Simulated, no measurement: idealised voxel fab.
Process module, titled voxel spacer lines
Each square cell in cross-section cut measures 5 nm, and the section as a whole is 290 nm wide.
Cross-section layout: square cells on a grid; listed as bands, top to bottom; a band spans one or more cell rows.
A band entry consists of two parts. The first gives the height of the band's top and the height of its bottom, in nm. The rest lists the band's materials from left to right, each with its width in nm. A single material labelled with the word "throughout" fills the band from edge to edge, and the word "blank" marks empty space.
Height reference: 0 = level under which incoming wafer is all one material. Lowest band: no bottom, runs on downward, e.g. "0 nm and below".
Width: "30..40" (first number = top row, second number = bottom row, same change from row to row of cells).
For the purposes of this document, the phrase "no change occurred" attached to a step denotes that no cell within the cross-section was modified by that step.
Reported under the label "Closed void roster" are the empty spaces having no open way to the top and comprising 8 cells or more; the notation for each is width x height at distance, in which the distance is measured from the left edge and all three values are in nm.
Anything after a step's settings on that line? It's the simulator's own note about the step.
Steps that use a mask can have "overlay nm" on their line. It says how far the mask sat to the right of where it was meant to be. Negative means to the left.

Process steps foreseen in the plan:
| 1 | RECEIVE,material Si |
| 2 | CONFORMAL_DEP,material Al2O3,thk nm 10 |
| 3 | DIRECTIONAL_DEP,material W,thk nm 15 |
| 4 | DIRECTIONAL_DEP,material aC,thk nm 25 |
| 5 | PATTERN,tone cover,mask id MANDREL,material resist,width nm 25,pitch nm 80,thk nm 30,overlay nm 0 |
| 6 | DIRECTIONAL_ETCH,etch materials aC,depth nm 25 |
| 7 | STRIP,etch materials resist |
| 8 | CONFORMAL_DEP,material SiN,thk nm 15 |
| 9 | DIRECTIONAL_ETCH,etch materials SiN,depth nm 15 |
| 10 | STRIP,etch materials aC |
| 11 | DIRECTIONAL_ETCH,etch materials W,depth nm 15 |
| 12 | STRIP,etch materials SiN |

First of two wafers, with the run carried out as planned:

Incoming wafer, cross-sectional view, post step 1:
- 0 nm and below = Si throughout
- Closed void roster: none

You're looking at a cross-section of the wafer after step 2:
- 10 nm to 0 nm = Al2O3 throughout
- Heights below 0 show no change.

You're looking at a cross-section of the wafer after step 3:
- 25 nm to 10 nm = W throughout
- Heights below 10 show no change.

You're looking at a cross-section of the wafer after step 4:
- 50 nm to 25 nm = aC throughout
- Heights below 25 show no change.

You're looking at a cross-section of the wafer after step 5:
- 80 nm to 50 nm = 90 of blank  25 of resist  55 of blank  25 of resist  95 of blank
- Heights below 50 show no change.

You're looking at a cross-section of the wafer after step 6:
- 55 nm to 50 nm = 90 of blank  25 of resist  55 of blank  25 of resist  95 of blank
- 50 nm to 25 nm = 90 of blank  25 of aC  55 of blank  25 of aC  95 of blank
- Heights below 25 show no change.

You're looking at a cross-section of the wafer after step 7:
- 50 nm to 25 nm = 90 of blank  25 of aC  55 of blank  25 of aC  95 of blank
- Heights below 25 show no change.

You're looking at a cross-section of the wafer after step 8:
- 65 nm to 50 nm = 75 of blank  55 of SiN  25 of blank  55 of SiN  80 of blank
- 50 nm to 40 nm = 75 of blank  15 of SiN  25 of aC  15 of SiN  25 of blank  15 of SiN  25 of aC  15 of SiN  80 of blank
- 40 nm to 25 nm = 90 of SiN  25 of aC  55 of SiN  25 of aC  95 of SiN
- Heights below 25 show no change.

You're looking at a cross-section of the wafer after step 9:
- 50 nm to 25 nm = 75 of blank  15 of SiN  25 of aC  15 of SiN  25 of blank  15 of SiN  25 of aC  15 of SiN  80 of blank
- Heights below 25 show no change.

You're looking at a cross-section of the wafer after step 10:
- 50 nm to 25 nm = 75 of blank  15 of SiN  25 of blank  15 of SiN  25 of blank  15 of SiN  25 of blank  15 of SiN  80 of blank
- Heights below 25 show no change.

You're looking at a cross-section of the wafer after step 11:
- 50 nm to 25 nm = 75 of blank  15 of SiN  25 of blank  15 of SiN  25 of blank  15 of SiN  25 of blank  15 of SiN  80 of blank
- 25 nm to 10 nm = 75 of blank  15 of W  25 of blank  15 of W  25 of blank  15 of W  25 of blank  15 of W  80 of blank
- Heights below 10 show no change.

You're looking at a cross-section of the wafer after step 12:
- 25 nm to 10 nm = 75 of blank  15 of W  25 of blank  15 of W  25 of blank  15 of W  25 of blank  15 of W  80 of blank
- Heights below 10 show no change.

Companion wafer, the second of two: same beginning, same intended sequence, one mistake in carrying it out; through step 4 inclusive it tracks the first exactly:

Second wafer, section view, time point: scheduled end of step 5:
- 80 nm to 50 nm = 90 of resist  25 of blank  55 of resist  25 of blank  95 of resist
- Heights below 50 show no change.

Second wafer, section view, time point: scheduled end of step 6:
- 55 nm to 50 nm = 90 of resist  25 of blank  55 of resist  25 of blank  95 of resist
- 50 nm to 25 nm = 90 of aC  25 of blank  55 of aC  25 of blank  95 of aC
- Heights below 25 show no change.

Second wafer, section view, time point: scheduled end of step 7:
- 50 nm to 25 nm = 90 of aC  25 of blank  55 of aC  25 of blank  95 of aC
- Heights below 25 show no change.

Second wafer, section view, time point: scheduled end of step 8:
- 65 nm to 50 nm = SiN throughout
- 50 nm to 25 nm = 90 of aC  25 of SiN  55 of aC  25 of SiN  95 of aC
- Heights below 25 show no change.

Second wafer, section view, time point: scheduled end of step 9:
- 50 nm to 25 nm = 90 of aC  25 of SiN  55 of aC  25 of SiN  95 of aC
- Heights below 25 show no change.

Second wafer, section view, time point: scheduled end of step 10:
- 50 nm to 25 nm = 90 of blank  25 of SiN  55 of blank  25 of SiN  95 of blank
- Heights below 25 show no change.

Second wafer, section view, time point: scheduled end of step 11:
- 50 nm to 25 nm = 90 of blank  25 of SiN  55 of blank  25 of SiN  95 of blank
- 25 nm to 10 nm = 90 of blank  25 of W  55 of blank  25 of W  95 of blank
- Heights below 10 show no change.

Second wafer, section view, time point: scheduled end of step 12:
- 25 nm to 10 nm = 90 of blank  25 of W  55 of blank  25 of W  95 of blank
- Heights below 10 show no change.
What was done differently from what was planned? rather than as planned, step 5 actually ran as PATTERN,tone open,mask id MANDREL,material resist,width nm 25,pitch nm 80,thk nm 30,overlay nm 0
Upon completion, the second wafer contains, in terms of cells, a greater or smaller amount of certain materials than the first wafer: W -6
